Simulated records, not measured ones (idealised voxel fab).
The process module presented herein is designated voxel self aligned vias.
Each square cell in cross-section cut measures 5 nm, and the section as a whole is 290 nm wide.
A cross-section is written here as square cells arranged in a grid, and it is given in bands from the top down, each band taking up one or more rows of cells. A band entry consists of two parts. The first gives the height of the band's top and the height of its bottom, in nm. The rest lists the band's materials from left to right, each with its width in nm. A single material labelled with the word "edge to edge" fills the band from edge to edge, and the word "blank" marks empty space. Convention: height 0 is the level below which the wafer, as received, is all one material. The lowest band does not terminate at the bottom but continues downward, represented as "0 down". Think of "30 to 40" as a width that walks from the first number to the second as you go down the band, top row to bottom row, taking equal-sized steps from row to row. A step reported as "left unchanged" is a step in which no cell of the cross-section changed. What "Fully closed voids" gives you is every empty space of 8 cells or more that is cut off from the top. Each appears as width x height at distance, with the distance taken from the left edge and width, height and distance all in nm. Where a step's line continues beyond its settings, the continuation is a remark by the simulator itself on that step. When a step includes a mask, the "overlay nm" setting on its line states how far to the right of its planned place that mask lay, and negative values state how far to the left.

## Steps planned for the process
- 1: op RECEIVE | material Si
- 2: op CONFORMAL_DEP | material SiO2 | thk nm 15
- 3: op CONFORMAL_DEP | material SiCN | thk nm 5
- 4: op DIRECTIONAL_DEP | material lowk | thk nm 30
- 5: op DIRECTIONAL_DEP | material aC | thk nm 15
- 6: op PATTERN | tone open | mask id LINES | material resist | width nm 25 | pitch nm 60 | thk nm 35 | overlay nm 0
- 7: op DIRECTIONAL_ETCH | etch materials aC | depth nm 15
- 8: op STRIP | etch materials resist
- 9: op DIRECTIONAL_ETCH | etch materials lowk | depth nm 30
- 10: op STRIP | etch materials aC
- 11: op CONFORMAL_DEP | material TiN | thk nm 5
- 12: op FILL_DEP | material W | thk nm 10
- 13: op CMP | height nm 50
- 14: op SELECTIVE_ETCH | etch materials W Ru TiN | depth nm 5
- 15: op FILL_DEP | material SiN | thk nm 10
- 16: op CMP | height nm 50
- 17: op DIRECTIONAL_DEP | material lowk | thk nm 15
- 18: op MASKED_ETCH | tone open | mask id VIAS | width nm 45 | pitch nm 60 | etch materials lowk | depth nm 15 | overlay nm 0
- 19: op MASKED_ETCH | tone open | mask id VIAS | width nm 45 | pitch nm 60 | etch materials SiN | depth nm 5 | overlay nm 0
- 20: op CONFORMAL_DEP | material TiN | thk nm 5
- 21: op FILL_DEP | material Cu | thk nm 5
- 22: op CMP | height nm 65
- 23: op CONFORMAL_DEP | material SiCN | thk nm 5

## as received, after step 1
* 0 down | Si edge to edge
* Fully closed voids: none

## First wafer of two, sectioned at end of module; run went per plan
* 70 to 65 | SiCN edge to edge
* 65 to 55 | lowk (60)  TiN (5)  Cu (35)  TiN (5)  lowk (15)  TiN (5)  Cu (35)  TiN (5)  lowk (15)  TiN (5)  Cu (35)  TiN (5)  lowk (65)
* 55 to 50 | lowk (60)  TiN (15)  Cu (15)  TiN (15)  lowk (15)  TiN (15)  Cu (15)  TiN (15)  lowk (15)  TiN (15)  Cu (15)  TiN (15)  lowk (65)
* 50 to 45 | lowk (70)  TiN (25)  lowk (35)  TiN (25)  lowk (35)  TiN (25)  lowk (75)
* 45 to 25 | lowk (70)  TiN (5)  W (15)  TiN (5)  lowk (35)  TiN (5)  W (15)  TiN (5)  lowk (35)  TiN (5)  W (15)  TiN (5)  lowk (75)
* 25 to 20 | lowk (70)  TiN (25)  lowk (35)  TiN (25)  lowk (35)  TiN (25)  lowk (75)
* 20 to 15 | SiCN edge to edge
* 15 to 0 | SiO2 edge to edge
* 0 down | Si edge to edge
* Fully closed voids: none

## Wafer two, sectioned after the module: the first wafer's start, the first wafer's plan, and one mistake in how it was run
* 70 to 65 | SiCN edge to edge
* 65 to 55 | lowk (60)  TiN (5)  Cu (35)  TiN (5)  lowk (15)  TiN (5)  Cu (35)  TiN (5)  lowk (15)  TiN (5)  Cu (35)  TiN (5)  lowk (65)
* 55 to 50 | lowk (60)  TiN (10)  Cu (15)  TiN (20)  lowk (15)  TiN (10)  Cu (15)  TiN (20)  lowk (15)  TiN (10)  Cu (15)  TiN (20)  lowk (65)
* 50 to 45 | lowk (65)  TiN (25)  lowk (35)  TiN (25)  lowk (35)  TiN (25)  lowk (80)
* 45 to 25 | lowk (65)  TiN (5)  W (15)  TiN (5)  lowk (35)  TiN (5)  W (15)  TiN (5)  lowk (35)  TiN (5)  W (15)  TiN (5)  lowk (80)
* 25 to 20 | lowk (65)  TiN (25)  lowk (35)  TiN (25)  lowk (35)  TiN (25)  lowk (80)
* 20 to 15 | SiCN edge to edge
* 15 to 0 | SiO2 edge to edge
* 0 down | Si edge to edge
* Fully closed voids: none
It is concluded that the wafer was processed incorrectly with respect to the plan, in that step 6 did not use the planned setting and instead ran as op PATTERN | tone open | mask id LINES | material resist | width nm 25 | pitch nm 60 | thk nm 35 | overlay nm -5
Heads up: at the end the two wafers have identical cell counts per material, they're just laid out differently.
